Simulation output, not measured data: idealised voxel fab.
voxel transistor to metal: a process module
Xsec cut, 150 nm wide, square cell size 5 nm.
Square cells in a grid make up a cross-section in this document, and the grid is given as bands, listed from the top down, each one or more rows of cells. Within each band entry, the heights of the top and of the bottom of the band appear first, in that order and in nm; the materials of the band then follow from left to right, each with its corresponding width in nm. The designation "edge to edge" on a single material indicates that it fills the band from edge to edge; the designation "blank" indicates empty space. Convention: height 0 is the level below which the wafer, as received, is all one material. The lowest band does not terminate at the bottom but continues downward, represented as "top 0, no bottom". Note: "30->40" means the width goes from the first number (top row of the band) to the second number (bottom row) in equal steps per row of cells. Basically "nothing changed" means that step didn't change any cell in the cross-section. What "Completely sealed voids" gives you is every empty space of 8 cells or more that is cut off from the top. Each appears as width x height at distance, with the distance taken from the left edge and width, height and distance all in nm. If you see something after the settings on a step's line, that's the simulator's own remark about that step. Regarding "overlay nm": on a step with a mask, it is the distance the mask lay to the right of its planned place; a negative value places it to the left.
**plan**
| 1 | RECEIVE [material Si] |
| 2 | CONFORMAL_DEP [material SiO2] [thk nm 5] |
| 3 | CONFORMAL_DEP [material SiN] [thk nm 15] |
| 4 | DIRECTIONAL_DEP [material aC] [thk nm 15] |
| 5 | PATTERN [tone cover] [mask id ACTIVE] [material resist] [width nm 100] [thk nm 35] [overlay nm 0] |
| 6 | DIRECTIONAL_ETCH [etch materials aC] [depth nm 15] |
| 7 | STRIP [etch materials resist] |
| 8 | DIRECTIONAL_ETCH [etch materials SiN] [depth nm 15] |
| 9 | DIRECTIONAL_ETCH [etch materials SiO2] [depth nm 5] |
| 10 | DIRECTIONAL_ETCH [etch materials Si] [depth nm 25] |
| 11 | STRIP [etch materials aC] |
| 12 | OXIDIZE [depth nm 5] |
| 13 | FILL_DEP [material SiO2] [thk nm 10] |
| 14 | CMP [height nm 20] |
| 15 | SELECTIVE_ETCH [etch materials SiO2] [depth nm 10] |
| 16 | STRIP [etch materials SiN] |
| 17 | SELECTIVE_ETCH [etch materials SiO2] [depth nm 5] |
| 18 | OXIDIZE [depth nm 5] |
| 19 | DIRECTIONAL_DEP [material polySi] [thk nm 20] |
| 20 | DIRECTIONAL_DEP [material SiCN] [thk nm 15] |
| 21 | PATTERN [tone cover] [mask id GATE] [material resist] [width nm 20] [thk nm 15] [overlay nm 0] |
| 22 | DIRECTIONAL_ETCH [etch materials SiCN] [depth nm 25] |
| 23 | DIRECTIONAL_ETCH [etch materials polySi] [depth nm 30] |
| 24 | STRIP [etch materials resist] |
| 25 | CONFORMAL_DEP [material SiN] [thk nm 10] |
| 26 | DIRECTIONAL_ETCH [etch materials SiN] [depth nm 10] |
| 27 | DIRECTIONAL_ETCH [etch materials SiO2] [depth nm 5] |
| 28 | DIRECTIONAL_ETCH [etch materials Si] [depth nm 15] |
| 29 | EPI [material nSi] [thk nm 15] |
| 30 | FILL_DEP [material SiO2] [thk nm 5] |
| 31 | CMP [height nm 35] |
| 32 | DIRECTIONAL_DEP [material SiO2] [thk nm 15] |
| 33 | MASKED_ETCH [tone open] [mask id CONTACT] [width nm 30] [pitch nm 60] [etch materials SiO2] [depth nm 55] [overlay nm 0] |
| 34 | CONFORMAL_DEP [material TiN] [thk nm 5] |
| 35 | FILL_DEP [material W] [thk nm 10] |
| 36 | CMP [height nm 50] |
| 37 | CONFORMAL_DEP [material SiN] [thk nm 5] |
| 38 | DIRECTIONAL_DEP [material SiO2] [thk nm 15] |
| 39 | MASKED_ETCH [tone open] [mask id METAL_1] [width nm 15] [pitch nm 75] [etch materials SiO2] [depth nm 15] [overlay nm 0] |
| 40 | MASKED_ETCH [tone open] [mask id METAL_1] [width nm 15] [pitch nm 75] [etch materials SiN] [depth nm 5] [overlay nm 0] |
| 41 | CONFORMAL_DEP [material TiN] [thk nm 5] |
| 42 | FILL_DEP [material Cu] [thk nm 10] |
| 43 | CMP [height nm 70] |
| 44 | CONFORMAL_DEP [material SiCN] [thk nm 5] |
| 45 | DIRECTIONAL_DEP [material SiO2] [thk nm 35] |
| 46 | PATTERN [tone open] [mask id METAL_2] [material resist] [width nm 15] [pitch nm 75] [thk nm 20] [overlay nm 0] |
| 47 | DIRECTIONAL_ETCH [etch materials SiO2] [depth nm 20] |
| 48 | STRIP [etch materials resist] |
| 49 | DIRECTIONAL_DEP [material aC] [thk nm 15] |
| 50 | PATTERN [tone open] [mask id METAL_2_HOLES] [material resist] [width nm 15] [pitch nm 75] [thk nm 30] [overlay nm 0] |
| 51 | DIRECTIONAL_ETCH [etch materials aC] [depth nm 15] |
| 52 | STRIP [etch materials resist] |
| 53 | DIRECTIONAL_ETCH [etch materials SiO2] [depth nm 15] |
| 54 | DIRECTIONAL_ETCH [etch materials SiCN] [depth nm 5] |
| 55 | STRIP [etch materials aC] |
| 56 | CONFORMAL_DEP [material TiN] [thk nm 5] |
| 57 | FILL_DEP [material Cu] [thk nm 5] |
| 58 | CMP [height nm 110] |
| 59 | CONFORMAL_DEP [material SiN] [thk nm 5] |
**Cross-section of the wafer at receipt, which is the condition after step 1**
  top 0, no bottom = Si edge to edge
  Completely sealed voids: none
**Run as planned - first of the two wafers cross-sectioned at the end of the module**
  top 115, bottom 110 = SiN edge to edge
  top 110, bottom 75 = 30 nm SiO2; 5 nm TiN; 5 nm Cu; 5 nm TiN; 60 nm SiO2; 5 nm TiN; 5 nm Cu; 5 nm TiN; 30 nm SiO2
  top 75, bottom 70 = 30 nm SiCN; 15 nm TiN; 60 nm SiCN; 15 nm TiN; 30 nm SiCN
  top 70, bottom 55 = 30 nm SiO2; 5 nm TiN; 5 nm Cu; 5 nm TiN; 60 nm SiO2; 5 nm TiN; 5 nm Cu; 5 nm TiN; 30 nm SiO2
  top 55, bottom 50 = 30 nm SiN; 15 nm TiN; 60 nm SiN; 15 nm TiN; 30 nm SiN
  top 50, bottom 40 = 30 nm SiO2; 5 nm TiN; 20 nm W; 5 nm TiN; 30 nm SiO2; 5 nm TiN; 20 nm W; 5 nm TiN; 30 nm SiO2
  top 40, bottom 35 = 30 nm SiO2; 5 nm TiN; 15 nm W; 10 nm TiN; 30 nm SiO2; 10 nm TiN; 15 nm W; 5 nm TiN; 30 nm SiO2
  top 35, bottom 20 = 30 nm SiO2; 5 nm TiN; 15 nm W; 5 nm TiN; 10 nm SiN; 20 nm SiCN; 10 nm SiN; 5 nm TiN; 15 nm W; 5 nm TiN; 30 nm SiO2
  top 20, bottom 15 = 30 nm SiO2; 5 nm TiN; 15 nm W; 5 nm TiN; 10 nm SiN; 20 nm polySi; 10 nm SiN; 5 nm TiN; 15 nm W; 5 nm TiN; 30 nm SiO2
  top 15, bottom 10 = 30 nm SiO2; 25 nm TiN; 10 nm SiN; 20 nm polySi; 10 nm SiN; 25 nm TiN; 30 nm SiO2
  top 10, bottom 5 = 30 nm SiO2; 10 nm TiN; 15 nm nSi; 10 nm SiN; 20 nm polySi; 10 nm SiN; 15 nm nSi; 10 nm TiN; 30 nm SiO2
  top 5, bottom 0 = 20 nm SiO2; 10 nm SiN; 10 nm TiN; 15 nm nSi; 10 nm SiN; 20 nm polySi; 10 nm SiN; 15 nm nSi; 10 nm TiN; 10 nm SiN; 20 nm SiO2
  top 0, bottom -5 = 30 nm SiO2; 10 nm TiN; 15 nm nSi; 40 nm SiO2; 15 nm nSi; 10 nm TiN; 30 nm SiO2
  top -5, bottom -20 = 30 nm SiO2; 25 nm nSi; 40 nm Si; 25 nm nSi; 30 nm SiO2
  top -20, bottom -30 = 30 nm SiO2; 90 nm Si; 30 nm SiO2
  top -30, no bottom = Si edge to edge
  Completely sealed voids: none
**End-of-module cross-section of the second wafer: identical starting point and process plan to the first, with one processing mistake**
  top 115, bottom 110 = SiN edge to edge
  top 110, bottom 75 = 30 nm SiO2; 5 nm TiN; 5 nm Cu; 5 nm TiN; 60 nm SiO2; 5 nm TiN; 5 nm Cu; 5 nm TiN; 30 nm SiO2
  top 75, bottom 70 = 30 nm SiCN; 15 nm TiN; 60 nm SiCN; 15 nm TiN; 30 nm SiCN
  top 70, bottom 65 = 35 nm TiN; 5 nm Cu; 70 nm TiN; 5 nm Cu; 35 nm TiN
  top 65, bottom 50 = 30 nm SiO2; 5 nm TiN; 5 nm Cu; 5 nm TiN; 60 nm SiO2; 5 nm TiN; 5 nm Cu; 5 nm TiN; 30 nm SiO2
  top 50, bottom 45 = 30 nm SiN; 15 nm TiN; 60 nm SiN; 15 nm TiN; 30 nm SiN
  top 45, bottom 35 = 30 nm SiO2; 5 nm TiN; 20->15 nm W; 5->10 nm TiN; 30 nm SiO2; 5->10 nm TiN; 20->15 nm W; 5 nm TiN; 30 nm SiO2
  top 35, bottom 20 = 30 nm SiO2; 5 nm TiN; 15 nm W; 5 nm TiN; 10 nm SiN; 20 nm SiCN; 10 nm SiN; 5 nm TiN; 15 nm W; 5 nm TiN; 30 nm SiO2
  top 20, bottom 15 = 30 nm SiO2; 5 nm TiN; 15 nm W; 5 nm TiN; 10 nm SiN; 20 nm polySi; 10 nm SiN; 5 nm TiN; 15 nm W; 5 nm TiN; 30 nm SiO2
  top 15, bottom 10 = 30 nm SiO2; 25 nm TiN; 10 nm SiN; 20 nm polySi; 10 nm SiN; 25 nm TiN; 30 nm SiO2
  top 10, bottom 5 = 30 nm SiO2; 10 nm TiN; 15 nm nSi; 10 nm SiN; 20 nm polySi; 10 nm SiN; 15 nm nSi; 10 nm TiN; 30 nm SiO2
  top 5, bottom 0 = 20 nm SiO2; 10 nm SiN; 10 nm TiN; 15 nm nSi; 10 nm SiN; 20 nm polySi; 10 nm SiN; 15 nm nSi; 10 nm TiN; 10 nm SiN; 20 nm SiO2
  top 0, bottom -5 = 30 nm SiO2; 10 nm TiN; 15 nm nSi; 40 nm SiO2; 15 nm nSi; 10 nm TiN; 30 nm SiO2
  top -5, bottom -20 = 30 nm SiO2; 25 nm nSi; 40 nm Si; 25 nm nSi; 30 nm SiO2
  top -20, bottom -30 = 30 nm SiO2; 90 nm Si; 30 nm SiO2
  top -30, no bottom = Si edge to edge
  Completely sealed voids: none
Processing error: step 36 was not run as planned; what actually ran was CMP [height nm 45]
The final cell counts differ between the wafers, with the second having more or fewer of some materials than the first: +2 Cu; -18 SiO2; +24 TiN; -8 W
